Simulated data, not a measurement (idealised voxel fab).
Module name: voxel released beams (process module)
Shown is cross-section cut, with a width of 280 nm and square cells of size 5 nm.
This document writes a cross-section as a grid whose cells are square, and gives it as bands, listed from the top down; one or more rows of cells form a band. Each band's line starts with the height of the band's top and of its bottom, in nm. Then come its materials from left to right, each with its width in nm. One material with "full width" fills the band from edge to edge. "blank" is empty space. For the purposes of this specification, 0 denotes the height below which the wafer in its as-received condition is composed wholly of one material, and the lowermost band, lacking a lower limit, extends downward without end, as expressed in "0 -> down". The two numbers in a width such as "30 to 40" mark its ends across the band: the first belongs to the top row of cells, the second to the bottom row, and from each row to the next the width moves by the same amount. "changes: none", as given for a step, is the statement that not any cell of the cross-section underwent a change during that step. Any empty space of 8 cells or more lacking an open way to the top shows up in "Enclosed internal cavities" as width x height at distance, distance from the left edge, in nm. If you see something after the settings on a step's line, that's the simulator's own remark about that step. overlay nm: where the mask lay relative to plan, measured to the right, on steps with a mask; negatives go left.
[The following list gives the planned process steps]
1 op RECEIVE | material Si
2 op CONFORMAL_DEP | material SiN | thk nm 10
3 op DIRECTIONAL_DEP | material SiO2 | thk nm 15
4 op DIRECTIONAL_DEP | material aC | thk nm 10
5 op PATTERN | tone open | mask id ANCHOR | material resist | width nm 35 | thk nm 30 | overlay nm 0
6 op DIRECTIONAL_ETCH | etch materials aC | depth nm 10
7 op STRIP | etch materials resist
8 op DIRECTIONAL_ETCH | etch materials SiO2 | depth nm 15
9 op STRIP | etch materials aC
10 op CONFORMAL_DEP | material W | thk nm 10
11 op MASKED_ETCH | tone cover | mask id BEAM | width nm 120 | etch materials W | depth nm 10 | overlay nm 0
12 op STRIP | etch materials SiO2
[First wafer of two (run as planned)]
[Cross-section of the wafer as it came to us, i.e., already through step 1]
    0 -> down = Si full width
    Enclosed internal cavities: none
[You're looking at a cross-section of the wafer after step 2]
    10 -> 0 = SiN full width
    No changes below 0.
[You're looking at a cross-section of the wafer after step 3]
    25 -> 10 = SiO2 full width
    No changes below 10.
[You're looking at a cross-section of the wafer after step 4]
    35 -> 25 = aC full width
    No changes below 25.
[You're looking at a cross-section of the wafer after step 5]
    65 -> 35 = resist (80), then blank (35), then resist (165)
    No changes below 35.
[You're looking at a cross-section of the wafer after step 6]
    55 -> 35 = resist (80), then blank (35), then resist (165)
    35 -> 25 = aC (80), then blank (35), then aC (165)
    No changes below 25.
[You're looking at a cross-section of the wafer after step 7]
    35 -> 25 = aC (80), then blank (35), then aC (165)
    No changes below 25.
[You're looking at a cross-section of the wafer after step 8]
    35 -> 25 = aC (80), then blank (35), then aC (165)
    25 -> 10 = SiO2 (80), then blank (35), then SiO2 (165)
    No changes below 10.
[You're looking at a cross-section of the wafer after step 9]
    25 -> 10 = SiO2 (80), then blank (35), then SiO2 (165)
    No changes below 10.
[You're looking at a cross-section of the wafer after step 10]
    35 -> 25 = W (90), then blank (15), then W (175)
    25 -> 20 = SiO2 (80), then W (10), then blank (15), then W (10), then SiO2 (165)
    20 -> 10 = SiO2 (80), then W (35), then SiO2 (165)
    No changes below 10.
[You're looking at a cross-section of the wafer after step 11]
    35 -> 25 = blank (75), then W (15), then blank (15), then W (90), then blank (85)
    No changes below 25.
[You're looking at a cross-section of the wafer after step 12]
    35 -> 25 = blank (75), then W (15), then blank (15), then W (90), then blank (85)
    25 -> 20 = blank (80), then W (10), then blank (15), then W (10), then blank (165)
    20 -> 10 = blank (80), then W (35), then blank (165)
    No changes below 10.
[Now the other wafer: same start, same recipe, but we messed up one thing when running it. Up to and including step 5 it's the same as the first one]
[Look at the second wafer in cross-section at the time step 6 ought to have finished]
    45 -> 35 = resist (80), then blank (35), then resist (165)
    35 -> 25 = aC (80), then blank (35), then aC (165)
    No changes below 25.
[Look at the second wafer in cross-section at the time step 7 ought to have finished]
    35 -> 25 = aC (80), then blank (35), then aC (165)
    No changes below 25.
[Look at the second wafer in cross-section at the time step 8 ought to have finished]
    35 -> 25 = aC (80), then blank (35), then aC (165)
    25 -> 10 = SiO2 (80), then blank (35), then SiO2 (165)
    No changes below 10.
[Look at the second wafer in cross-section at the time step 9 ought to have finished]
    25 -> 10 = SiO2 (80), then blank (35), then SiO2 (165)
    No changes below 10.
[Look at the second wafer in cross-section at the time step 10 ought to have finished]
    35 -> 25 = W (90), then blank (15), then W (175)
    25 -> 20 = SiO2 (80), then W (10), then blank (15), then W (10), then SiO2 (165)
    20 -> 10 = SiO2 (80), then W (35), then SiO2 (165)
    No changes below 10.
[Look at the second wafer in cross-section at the time step 11 ought to have finished]
    35 -> 25 = blank (75), then W (15), then blank (15), then W (90), then blank (85)
    No changes below 25.
[Look at the second wafer in cross-section at the time step 12 ought to have finished]
    35 -> 25 = blank (75), then W (15), then blank (15), then W (90), then blank (85)
    25 -> 20 = blank (80), then W (10), then blank (15), then W (10), then blank (165)
    20 -> 10 = blank (80), then W (35), then blank (165)
    No changes below 10.
The plan and the run diverged here: execution of plan step 6 occurred twice
Outcome: the two wafer cross-sections end up identical, and the model's computation is unaffected by the mistake.
